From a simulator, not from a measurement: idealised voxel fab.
Name of the process module below: voxel air gaps
The cross-section on display is named cut; it measures 270 nm wide, and its cells are 5 nm squares.
Each cross-section below is a grid of square cells, stated as bands in top-down order, with one or more rows of cells making up each band.
Band: top height; bottom height; in nm. Then, left to right: material with width in nm, for each material. "everywhere": a single material spanning edge to edge. "blank": empty space.
Counting heights begins at 0, where everything beneath is, in the wafer as received, one material. The lowest band has no bottom; it goes on downwards, as "0..down" shows.
The two numbers in a width such as "30..40" mark its ends across the band: the first belongs to the top row of cells, the second to the bottom row, and from each row to the next the width moves by the same amount.
Take "same as before" at face value: in the step it is given for, the cross-section changed in none of its cells.
If an empty space has no open way to the top and is at least 8 cells in size, "Enclosed cavities" lists it, written width x height at distance, where distance is measured from the left edge and every value is in nm.
after a step's settings: what the simulator itself notes on the step
What "overlay nm" on a step's line means: if the step has a mask, that mask lay this far to the right of its planned place, or, when the value is negative, to the left.

The process steps that were planned are listed below:
1 RECEIVE,material Si
2 CONFORMAL_DEP,material SiO2,thk nm 15
3 CONFORMAL_DEP,material SiN,thk nm 5
4 DIRECTIONAL_DEP,material lowk,thk nm 30
5 PATTERN,tone open,mask id LINES,material resist,width nm 25,pitch nm 50,thk nm 15,overlay nm 0
6 DIRECTIONAL_ETCH,etch materials lowk,depth nm 30
7 STRIP,etch materials resist
8 CONFORMAL_DEP,material TiN,thk nm 5
9 FILL_DEP,material Cu,thk nm 10
10 CMP,height nm 50
11 EPI,material Ru,thk nm 10
12 SELECTIVE_ETCH,etch materials lowk,depth nm 40
13 CONFORMAL_DEP,material SiCN,thk nm 5

Cross-sectional view of the wafer in its as-received condition, corresponding to the state after step 1:
0..down: Si everywhere
Enclosed cavities: none

Module complete - cross-section of the first of two wafers, run according to plan:
65..60: blank: 30, SiCN: 205, blank: 35
60..50: blank: 30, SiCN: 5, Ru: 45, SiCN: 5, Ru: 45, SiCN: 5, Ru: 45, SiCN: 5, Ru: 45, SiCN: 5, blank: 35
50..45: blank: 30, SiCN: 15, TiN: 5, Cu: 15, TiN: 5, SiCN: 25, TiN: 5, Cu: 15, TiN: 5, SiCN: 25, TiN: 5, Cu: 15, TiN: 5, SiCN: 25, TiN: 5, Cu: 15, TiN: 5, SiCN: 15, blank: 35
45..25: blank: 40, SiCN: 5, TiN: 5, Cu: 15, TiN: 5, SiCN: 5, blank: 15, SiCN: 5, TiN: 5, Cu: 15, TiN: 5, SiCN: 5, blank: 15, SiCN: 5, TiN: 5, Cu: 15, TiN: 5, SiCN: 5, blank: 15, SiCN: 5, TiN: 5, Cu: 15, TiN: 5, SiCN: 5, blank: 45
25..20: SiCN: 45, TiN: 25, SiCN: 25, TiN: 25, SiCN: 25, TiN: 25, SiCN: 25, TiN: 25, SiCN: 50
20..15: SiN everywhere
15..0: SiO2 everywhere
0..down: Si everywhere
Enclosed cavities: 15 x 20 at 75; 15 x 20 at 125; 15 x 20 at 175

Cross-section, wafer two of two, end of module: same start and plan as wafer one, one error in execution:
55..50: blank: 30, SiCN: 205, blank: 35
50..40: blank: 30, SiCN: 5, Ru: 45, SiCN: 5, Ru: 45, SiCN: 5, Ru: 45, SiCN: 5, Ru: 45, SiCN: 5, blank: 35
40..35: blank: 30, SiCN: 15, TiN: 5, Cu: 15, TiN: 5, SiCN: 25, TiN: 5, Cu: 15, TiN: 5, SiCN: 25, TiN: 5, Cu: 15, TiN: 5, SiCN: 25, TiN: 5, Cu: 15, TiN: 5, SiCN: 15, blank: 35
35..25: blank: 40, SiCN: 5, TiN: 5, Cu: 15, TiN: 5, SiCN: 5, blank: 15, SiCN: 5, TiN: 5, Cu: 15, TiN: 5, SiCN: 5, blank: 15, SiCN: 5, TiN: 5, Cu: 15, TiN: 5, SiCN: 5, blank: 15, SiCN: 5, TiN: 5, Cu: 15, TiN: 5, SiCN: 5, blank: 45
25..20: SiCN: 45, TiN: 25, SiCN: 25, TiN: 25, SiCN: 25, TiN: 25, SiCN: 25, TiN: 25, SiCN: 50
20..15: SiN everywhere
15..0: SiO2 everywhere
0..down: Si everywhere
Enclosed cavities: none
What broke from the plan during processing? so step 10 ended up running with a different setting than we planned, it ran as CMP,height nm 40
At the finish, the second wafer shows more or fewer cells for some materials than the first does: -24 Cu, -16 SiCN, -16 TiN
In the final state there are 3 closed voids in the first wafer, compared with 0 in the second wafer.
